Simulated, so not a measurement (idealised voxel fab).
process module | voxel gate over fins
cross-section cut | 170 nm wide | cells 5 nm
A cross-section is a grid of square cells, given in bands from the top down. A band is one or more rows of cells.
Each band's line starts with the height of the band's top and of its bottom, in nm. Then come its materials from left to right, each with its width in nm. One material with "throughout" fills the band from edge to edge. "air" is empty space.
Height 0 is the level under which the wafer as received is all one material. The lowest band goes on downwards, as in "0 down".
A width such as "30 to 40" changes by the same amount from each row of cells to the next, from the band's top row to its bottom row.
"no change" after a step means that no cell of the cross-section changed.
closed voids: empty space of 8 cells or more with no open way to the top, each as width x height at its distance from the left edge, in nm
after a step's settings: what the simulator itself notes on the step
overlay nm, on a step with a mask: how far to the right of its planned place the mask lay; to the left if negative
plan
1 op RECEIVE | material Si
2 op CONFORMAL_DEP | material SiN | thk nm 10
3 op DIRECTIONAL_DEP | material aC | thk nm 15
4 op PATTERN | tone cover | mask id FINS | material resist | width nm 15 | pitch nm 35 | thk nm 30 | overlay nm 0
5 op DIRECTIONAL_ETCH | etch materials aC | depth nm 15
6 op STRIP | etch materials resist
7 op DIRECTIONAL_ETCH | etch materials SiN | depth nm 10
8 op DIRECTIONAL_ETCH | etch materials Si | depth nm 40
9 op STRIP | etch materials aC
10 op OXIDIZE | depth nm 5
11 op FILL_DEP | material SiO2 | thk nm 15
12 op CMP | height nm 10
13 op SELECTIVE_ETCH | etch materials SiO2 | depth nm 25
14 op STRIP | etch materials SiN
15 op CONFORMAL_DEP | material HfO2 | thk nm 5
16 op CONFORMAL_DEP | material TiN | thk nm 5
17 op CONFORMAL_DEP | material TiAl | thk nm 5
18 op CONFORMAL_DEP | material TiN | thk nm 5
19 op FILL_DEP | material W | thk nm 15
20 op CMP | height nm 30
21 op CONFORMAL_DEP | material SiCN | thk nm 5
as received, after step 1
  0 down: Si throughout
  closed voids: none
a wafer at the end: this start, this plan, one mistake
  35 to 30: SiCN throughout
  30 to 20: W throughout
  20 to 15: TiN 150 | W 20
  15 to 10: TiN 5 | TiAl 140 | TiN 5 | W 20
  10 to 5: TiN 5 | TiAl 5 | TiN 25 | TiAl 10 | TiN 25 | TiAl 10 | TiN 25 | TiAl 10 | TiN 25 | TiAl 5 | TiN 5 | W 20
  5 to 0: TiN 5 | TiAl 5 | TiN 5 | HfO2 15 | TiN 5 | TiAl 10 | TiN 5 | HfO2 15 | TiN 5 | TiAl 10 | TiN 5 | HfO2 15 | TiN 5 | TiAl 10 | TiN 5 | HfO2 15 | TiN 5 | TiAl 5 | TiN 25
  0 to -5: TiAl 10 | TiN 5 | HfO2 5 | Si 5 | HfO2 5 | TiN 5 | TiAl 10 | TiN 5 | HfO2 5 | Si 5 | HfO2 5 | TiN 5 | TiAl 10 | TiN 5 | HfO2 5 | Si 5 | HfO2 5 | TiN 5 | TiAl 10 | TiN 5 | HfO2 5 | Si 5 | HfO2 5 | TiN 5 | TiAl 30
  -5 to -10: TiN 15 | HfO2 5 | Si 5 | HfO2 5 | TiN 20 | HfO2 5 | Si 5 | HfO2 5 | TiN 20 | HfO2 5 | Si 5 | HfO2 5 | TiN 20 | HfO2 5 | Si 5 | HfO2 5 | TiN 35
  -10 to -15: HfO2 20 | Si 5 | HfO2 30 | Si 5 | HfO2 30 | Si 5 | HfO2 30 | Si 5 | HfO2 40
  -15 to -45: SiO2 20 | Si 5 | SiO2 30 | Si 5 | SiO2 30 | Si 5 | SiO2 30 | Si 5 | SiO2 40
  -45 down: Si throughout
  closed voids: none
what went wrong: step 4 ran as: op PATTERN | tone cover | mask id FINS | material resist | width nm 15 | pitch nm 35 | thk nm 30 | overlay nm -10
